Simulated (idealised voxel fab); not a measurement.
process module | voxel lift off
cross-section cut | 290 nm wide | cells 5 nm
A cross-section is a grid of square cells, given in bands from the top down. A band is one or more rows of cells.
Each band's line starts with the height of the band's top and of its bottom, in nm. Then come its materials from left to right, each with its width in nm. One material with "throughout" fills the band from edge to edge. "air" is empty space.
Height 0 is the level under which the wafer as received is all one material. The lowest band goes on downwards, as in "0 down".
A width such as "30 to 40" changes by the same amount from each row of cells to the next, from the band's top row to its bottom row.
"no change" after a step means that no cell of the cross-section changed.
closed voids: empty space of 8 cells or more with no open way to the top, each as width x height at its distance from the left edge, in nm
after a step's settings: what the simulator itself notes on the step
overlay nm, on a step with a mask: how far to the right of its planned place the mask lay; to the left if negative
plan
1 op RECEIVE | material Si
2 op CONFORMAL_DEP | material SiO2 | thk nm 5
3 op PATTERN | tone open | mask id LINES | material resist | width nm 25 | pitch nm 40 | thk nm 25 | overlay nm 0
4 op DIRECTIONAL_DEP | material Ru | thk nm 10
5 op STRIP | etch materials resist
6 op CONFORMAL_DEP | material SiCN | thk nm 10
varied across the wafers: thk nm of step 2. The plan shows the first wafer's value. All wafers start alike
first wafer as received, after step 1
  0 down: Si throughout
  closed voids: none
each wafer at the end: cells of each material gained (+) or lost (-) since it was received, then its closed voids
thk nm 5 | +20 Ru | +130 SiCN | +58 SiO2 | closed voids: none
thk nm 10 | +20 Ru | +130 SiCN | +116 SiO2 | closed voids: none
thk nm 15 | +20 Ru | +130 SiCN | +174 SiO2 | closed voids: none
thk nm 20 | +20 Ru | +130 SiCN | +232 SiO2 | closed voids: none
